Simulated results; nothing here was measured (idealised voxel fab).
Name of the process module below: voxel lift off
In the cross-section labelled cut, the width is 155 nm and each square cell is 5 nm.
Bands, listed from the top down, are how a cross-section gets written in this document; the cross-section itself is a grid of square cells, and a band is one or more rows of them.
Within each band entry, the heights of the top and of the bottom of the band appear first, in that order and in nm; the materials of the band then follow from left to right, each with its corresponding width in nm. The designation "all across" on a single material indicates that it fills the band from edge to edge; the designation "blank" indicates empty space.
Measure heights from 0. That's the level where, below it, the as-received wafer is all one material. The lowest band is bottomless and extends downward; write it as in "z 0 and below".
Quick explanation for "30->40": the width changes in equal steps down the rows of cells, from the first number in the band's top row to the second number in its bottom row.
Any step labelled "nothing altered" changed none of the cells in the cross-section.
This entry, "Sealed internal cavities", enumerates those empty regions of no fewer than 8 cells that possess no open connection to the top. Each region is reported in the form width x height at distance, the distance being taken from the left edge, with all three quantities expressed in nm.
On a step's line, text after the settings is the simulator commenting on that step.
"overlay nm" answers the question of how far to the right of plan the mask lay on a step that has a mask, and when it is negative the answer is to the left.

Plan:
1) RECEIVE: material Si
2) CONFORMAL_DEP: material SiN, thk nm 10
3) PATTERN: tone open, mask id LINES, material resist, width nm 15, pitch nm 40, thk nm 25, overlay nm 0
4) DIRECTIONAL_DEP: material Ru, thk nm 15
5) STRIP: etch materials resist
6) CONFORMAL_DEP: material SiO2, thk nm 5

Cross-section of the wafer upon arrival, representing the state reached after step 1:
* z 0 and below | Si all across
* Sealed internal cavities: none

This is how the wafer looks in cross-section once the module is done, given the starting state and plan above and one mistake in carrying the plan out:
* z 25 to 10 | blank 30, Ru 15, blank 25, Ru 15, blank 25, Ru 15, blank 30
* z 10 to 0 | SiN all across
* z 0 and below | Si all across
* Sealed internal cavities: none
Where did the run depart from the plan? not run: step 6 of the plan (skipped)
